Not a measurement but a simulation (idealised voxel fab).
process module | voxel transistor to metal
cross-section cut | 205 nm wide | cells 5 nm
A cross-section is a grid of square cells, given in bands from the top down. A band is one or more rows of cells.
Each band's line starts with the height of the band's top and of its bottom, in nm. Then come its materials from left to right, each with its width in nm. One material with "throughout" fills the band from edge to edge. "air" is empty space.
Height 0 is the level under which the wafer as received is all one material. The lowest band goes on downwards, as in "0 down".
A width such as "30 to 40" changes by the same amount from each row of cells to the next, from the band's top row to its bottom row.
"no change" after a step means that no cell of the cross-section changed.
closed voids: empty space of 8 cells or more with no open way to the top, each as width x height at its distance from the left edge, in nm
after a step's settings: what the simulator itself notes on the step
overlay nm, on a step with a mask: how far to the right of its planned place the mask lay; to the left if negative
plan
1 op RECEIVE | material Si
2 op CONFORMAL_DEP | material SiO2 | thk nm 5
3 op CONFORMAL_DEP | material SiN | thk nm 15
4 op MASKED_ETCH | tone cover | mask id ACTIVE | width nm 95 | etch materials SiN | depth nm 15 | overlay nm 0
5 op MASKED_ETCH | tone cover | mask id ACTIVE | width nm 95 | etch materials SiO2 | depth nm 5 | overlay nm 0
6 op MASKED_ETCH | tone cover | mask id ACTIVE | width nm 95 | etch materials Si | depth nm 25 | overlay nm 0
7 op FILL_DEP | material SiO2 | thk nm 15
8 op CMP | height nm 20
9 op SELECTIVE_ETCH | etch materials SiO2 | depth nm 15
10 op STRIP | etch materials SiN
11 op SELECTIVE_ETCH | etch materials SiO2 | depth nm 5
12 op OXIDIZE | depth nm 5
13 op DIRECTIONAL_DEP | material polySi | thk nm 30
14 op DIRECTIONAL_DEP | material SiCN | thk nm 15
15 op DIRECTIONAL_DEP | material aC | thk nm 15
16 op PATTERN | tone cover | mask id GATE | material resist | width nm 15 | thk nm 35 | overlay nm 0
17 op DIRECTIONAL_ETCH | etch materials aC | depth nm 15
18 op STRIP | etch materials resist
19 op DIRECTIONAL_ETCH | etch materials SiCN | depth nm 25
20 op DIRECTIONAL_ETCH | etch materials polySi | depth nm 40
21 op STRIP | etch materials aC
22 op CONFORMAL_DEP | material SiN | thk nm 5
23 op DIRECTIONAL_ETCH | etch materials SiN | depth nm 5
24 op DIRECTIONAL_ETCH | etch materials SiO2 | depth nm 5
25 op DIRECTIONAL_ETCH | etch materials Si | depth nm 15
26 op EPI | material pSi | thk nm 20
27 op FILL_DEP | material SiO2 | thk nm 5
28 op CMP | height nm 45
29 op DIRECTIONAL_DEP | material SiO2 | thk nm 15
30 op PATTERN | tone open | mask id CONTACT | material resist | width nm 20 | pitch nm 65 | thk nm 15 | overlay nm 0
31 op DIRECTIONAL_ETCH | etch materials SiO2 | depth nm 60
32 op STRIP | etch materials resist
33 op CONFORMAL_DEP | material TiN | thk nm 5
34 op FILL_DEP | material W | thk nm 10
35 op CMP | height nm 60
36 op CONFORMAL_DEP | material SiCN | thk nm 5
37 op DIRECTIONAL_DEP | material lowk | thk nm 20
38 op MASKED_ETCH | tone open | mask id METAL_1 | width nm 20 | pitch nm 65 | etch materials lowk | depth nm 20 | overlay nm 0
39 op MASKED_ETCH | tone open | mask id METAL_1 | width nm 20 | pitch nm 65 | etch materials SiCN | depth nm 5 | overlay nm 0
40 op CONFORMAL_DEP | material TiN | thk nm 5
41 op FILL_DEP | material Cu | thk nm 5
42 op CMP | height nm 85
43 op CONFORMAL_DEP | material SiCN | thk nm 5
44 op DIRECTIONAL_DEP | material SiO2 | thk nm 30
45 op PATTERN | tone open | mask id METAL_2_HOLES | material resist | width nm 15 | pitch nm 65 | thk nm 15 | overlay nm 0
46 op DIRECTIONAL_ETCH | etch materials SiO2 | depth nm 30
47 op STRIP | etch materials resist
48 op MASKED_ETCH | tone open | mask id METAL_2 | width nm 20 | pitch nm 65 | etch materials SiO2 | depth nm 15 | overlay nm 0
49 op MASKED_ETCH | tone open | mask id METAL_2 | width nm 20 | pitch nm 65 | etch materials SiCN | depth nm 5 | overlay nm 0
50 op CONFORMAL_DEP | material TiN | thk nm 5
51 op FILL_DEP | material Cu | thk nm 10
52 op CMP | height nm 120
53 op CONFORMAL_DEP | material SiCN | thk nm 5
as received, after step 1
  0 down: Si throughout
  closed voids: none
first wafer at the end, as planned
  125 to 120: SiCN throughout
  120 to 110: SiO2 60 | TiN 5 | Cu 10 | TiN 5 | SiO2 45 | TiN 5 | Cu 10 | TiN 5 | SiO2 60
  110 to 105: SiO2 60 | TiN 5 | Cu 5 | TiN 10 | SiO2 45 | TiN 5 | Cu 5 | TiN 10 | SiO2 60
  105 to 90: SiO2 60 | TiN 5 | Cu 5 | TiN 5 | SiO2 50 | TiN 5 | Cu 5 | TiN 5 | SiO2 65
  90 to 85: SiCN 60 | TiN 15 | SiCN 50 | TiN 15 | SiCN 65
  85 to 65: lowk 60 | TiN 5 | Cu 10 | TiN 5 | lowk 45 | TiN 5 | Cu 10 | TiN 5 | lowk 60
  65 to 60: SiCN 60 | TiN 20 | SiCN 45 | TiN 20 | SiCN 60
  60 to 45: SiO2 60 | TiN 5 | W 10 | TiN 5 | SiO2 45 | TiN 5 | W 10 | TiN 5 | SiO2 60
  45 to 30: SiO2 60 | TiN 5 | W 10 | TiN 5 | SiO2 10 | SiN 5 | SiCN 15 | SiN 5 | SiO2 10 | TiN 5 | W 10 | TiN 5 | SiO2 60
  30 to 20: SiO2 60 | TiN 5 | W 10 | TiN 5 | SiO2 10 | SiN 5 | polySi 15 | SiN 5 | SiO2 10 | TiN 5 | W 10 | TiN 5 | SiO2 60
  20 to 15: SiO2 60 | TiN 20 | SiO2 10 | SiN 5 | polySi 15 | SiN 5 | SiO2 10 | TiN 20 | SiO2 60
  15 to 0: SiO2 60 | TiN 10 | pSi 20 | SiN 5 | polySi 15 | SiN 5 | pSi 20 | TiN 10 | SiO2 60
  0 to -5: SiO2 50 | pSi 40 | SiO2 25 | pSi 40 | SiO2 50
  -5 to -20: SiO2 55 | pSi 35 | Si 25 | pSi 35 | SiO2 55
  -20 to -25: SiO2 55 | Si 95 | SiO2 55
  -25 down: Si throughout
  closed voids: none
second wafer at the end: like start, like plan, one mistake
  125 to 120: SiCN throughout
  120 to 110: SiO2 60 | TiN 5 | Cu 10 | TiN 5 | SiO2 45 | TiN 5 | Cu 10 | TiN 5 | SiO2 60
  110 to 105: SiO2 60 | TiN 5 | Cu 5 | TiN 10 | SiO2 45 | TiN 5 | Cu 5 | TiN 10 | SiO2 60
  105 to 90: SiO2 60 | TiN 5 | Cu 5 | TiN 5 | SiO2 50 | TiN 5 | Cu 5 | TiN 5 | SiO2 65
  90 to 85: SiCN 60 | TiN 15 | SiCN 50 | TiN 15 | SiCN 65
  85 to 65: lowk 60 | TiN 5 | Cu 10 | TiN 5 | lowk 45 | TiN 5 | Cu 10 | TiN 5 | lowk 60
  65 to 60: SiCN 60 | TiN 20 | SiCN 45 | TiN 20 | SiCN 60
  60 to 45: SiO2 60 | TiN 5 | W 10 | TiN 5 | SiO2 45 | TiN 5 | W 10 | TiN 5 | SiO2 60
  45 to 35: SiO2 60 | TiN 5 | W 10 | TiN 5 | SiO2 10 | SiN 5 | SiCN 15 | SiN 5 | SiO2 10 | TiN 5 | W 10 | TiN 5 | SiO2 60
  35 to 30: SiO2 60 | TiN 20 | SiO2 10 | SiN 5 | SiCN 15 | SiN 5 | SiO2 10 | TiN 20 | SiO2 60
  30 to 0: lowk throughout
  0 to -5: SiO2 throughout
  -5 to -25: SiO2 55 | Si 95 | SiO2 55
  -25 down: Si throughout
  closed voids: none
what went wrong: step 13 ran as: op DIRECTIONAL_DEP | material lowk | thk nm 30
at the end the second wafer has, in cells: 42 more of Si | 12 fewer of SiN | 140 fewer of SiO2 | 24 fewer of TiN | 12 fewer of W | 246 more of lowk | 82 fewer of pSi | 18 fewer of polySi
